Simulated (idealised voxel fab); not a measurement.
Process module name: voxel lift off
Cross-section cut: width 270 nm, square cells of 5 nm.
For the purposes of this document, a cross-section shall be understood as a grid of square cells, specified as bands listed in top-to-bottom order, each band consisting of one or more rows of cells.
Per band: top height and bottom height in nm, followed by the left-to-right materials and their widths in nm; "all across" marks a single material spanning edge to edge, "empty" marks empty space.
Heights are reckoned from 0. Under this level, the received wafer is all of one material. The bottommost band is open-ended downward, for example "from 0 down".
A width given as "30..40" starts at the first number in the band's top row and ends at the second number in its bottom row, shifting by an equal amount at every step from row to row.
Step marked "nothing got changed"? Then no cell in the cross-section changed in it.
You'll see "Sealed voids" listing empty spaces that have no way open to the top, as long as they're 8 cells or more; the notation is width x height at distance, where the distance is from the left edge, and all of it is in nm.
Step line, after settings: the simulator's comment on this step.
The optional step-line setting "overlay nm" applies to steps with a mask and quantifies how far to the right of its planned location the mask lay, a negative value indicating leftward placement.

-- Below is the list of planned process steps
| 1 | RECEIVE [material Si] |
| 2 | CONFORMAL_DEP [material SiO2] [thk nm 5] |
| 3 | PATTERN [tone open] [mask id LINES] [material resist] [width nm 15] [pitch nm 45] [thk nm 30] [overlay nm 0] |
| 4 | DIRECTIONAL_DEP [material Ru] [thk nm 5] |
| 5 | STRIP [etch materials resist] |
| 6 | CONFORMAL_DEP [material SiCN] [thk nm 5] |
varied across the wafers: thk nm of step 4. The plan shows the first wafer's value. All wafers start alike

-- Cross-section of the first incoming wafer of several, state after step 1
	from 0 down: Si all across
	Sealed voids: none

-- First of several wafers in cross-section at module end, following the final step, step 6
	from 15 to 10: empty 75 nm | SiCN 25 nm | empty 20 nm | SiCN 25 nm | empty 20 nm | SiCN 25 nm | empty 80 nm
	from 10 to 5: SiCN 80 nm | Ru 15 nm | SiCN 30 nm | Ru 15 nm | SiCN 30 nm | Ru 15 nm | SiCN 85 nm
	from 5 to 0: SiO2 all across
	from 0 down: Si all across
	Sealed voids: none

-- Cross-section at module completion, last wafer
	from 35 to 30: empty 75 nm | SiCN 25 nm | empty 20 nm | SiCN 25 nm | empty 20 nm | SiCN 25 nm | empty 80 nm
	from 30 to 10: empty 75 nm | SiCN 5 nm | Ru 15 nm | SiCN 5 nm | empty 20 nm | SiCN 5 nm | Ru 15 nm | SiCN 5 nm | empty 20 nm | SiCN 5 nm | Ru 15 nm | SiCN 5 nm | empty 80 nm
	from 10 to 5: SiCN 80 nm | Ru 15 nm | SiCN 30 nm | Ru 15 nm | SiCN 30 nm | Ru 15 nm | SiCN 85 nm
	from 5 to 0: SiO2 all across
	from 0 down: Si all across
	Sealed voids: none

-- Wafer rows, end of module: cells per material gained (+) or lost (-) since receipt; closed voids last
thk nm 5 | +9 Ru | +60 SiCN | +54 SiO2 | Sealed voids: none
thk nm 10 | +18 Ru | +66 SiCN | +54 SiO2 | Sealed voids: none
thk nm 15 | +27 Ru | +72 SiCN | +54 SiO2 | Sealed voids: none
thk nm 20 | +36 Ru | +78 SiCN | +54 SiO2 | Sealed voids: none
thk nm 25 | +45 Ru | +84 SiCN | +54 SiO2 | Sealed voids: none
